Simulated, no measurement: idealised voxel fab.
The following is a process module called voxel self aligned contacts.
We display cut, a cross-section 170 nm in width whose square cells are each 5 nm.
Cross-section, as written here: a square-cell grid given band by band from the top down, where a band holds one or more rows of cells. A band entry consists of two parts. The first gives the height of the band's top and the height of its bottom, in nm. The rest lists the band's materials from left to right, each with its width in nm. A single material labelled with the word "all across" fills the band from edge to edge, and the word "blank" marks empty space. Heights are expressed relative to 0, this being the level below which the as-received wafer comprises one material exclusively. The lowest band is unbounded in the downward direction and is denoted as in "0 and below". The two numbers in a width such as "30 to 40" mark its ends across the band: the first belongs to the top row of cells, the second to the bottom row, and from each row to the next the width moves by the same amount. It should be understood that the words "nothing was modified", when stated for a given step, signify that the cross-section underwent no change in any of its cells during that step. "Cavities, closed" enumerates empty spaces isolated from the top, with no open way to it, that contain at least 8 cells, giving each as width x height at distance from the left edge, all three in nm. Past the settings on a step's line: simulator remark, on that step. A step's line can hold "overlay nm"; with a mask on that step, the setting says how far right of the planned place the mask lay, while a negative setting says it lay to the left.
[Planned process steps]
1,RECEIVE, material Si
2,CONFORMAL_DEP, material SiO2, thk nm 5
3,DIRECTIONAL_DEP, material polySi, thk nm 30
4,DIRECTIONAL_DEP, material SiN, thk nm 15
5,DIRECTIONAL_DEP, material aC, thk nm 10
6,PATTERN, tone cover, mask id GATE, material resist, width nm 25, pitch nm 55, thk nm 30, overlay nm 0
7,DIRECTIONAL_ETCH, etch materials aC, depth nm 10
8,STRIP, etch materials resist
9,DIRECTIONAL_ETCH, etch materials SiN, depth nm 15
10,DIRECTIONAL_ETCH, etch materials polySi, depth nm 30
11,STRIP, etch materials aC
12,CONFORMAL_DEP, material SiN, thk nm 5
13,DIRECTIONAL_ETCH, etch materials SiN, depth nm 5
14,FILL_DEP, material SiO2, thk nm 20
15,CMP, height nm 60
16,MASKED_ETCH, tone open, mask id CONTACT, width nm 40, pitch nm 55, etch materials SiO2, depth nm 60, overlay nm 0
17,CONFORMAL_DEP, material TiN, thk nm 5
18,FILL_DEP, material W, thk nm 10
19,CMP, height nm 60
20,CONFORMAL_DEP, material SiCN, thk nm 5
For clarity, it should be stated that the wafers under discussion commence in an identical condition and differ with respect to the thk nm of step 2, the plan indicating the value that the first wafer had.
[Received wafers, first of several: cross-section after step 1]
    0 and below | Si all across
    Cavities, closed: none
[Basically each wafer gets a line in the table, showing it at the end of the module: material by material, the cells it gained (+) or lost (-) since we got it, then its closed voids]
thk nm 5 | +34 SiCN | +99 SiN | +107 SiO2 | +60 TiN | +52 W | +90 polySi | Cavities, closed: none
thk nm 10 | +34 SiCN | +99 SiN | +115 SiO2 | +60 TiN | +44 W | +90 polySi | Cavities, closed: none
thk nm 15 | +34 SiCN | +99 SiN | +123 SiO2 | +52 TiN | +44 W | +90 polySi | Cavities, closed: none
thk nm 20 | +34 SiCN | +78 SiN | +144 SiO2 | +52 TiN | +44 W | +90 polySi | Cavities, closed: none
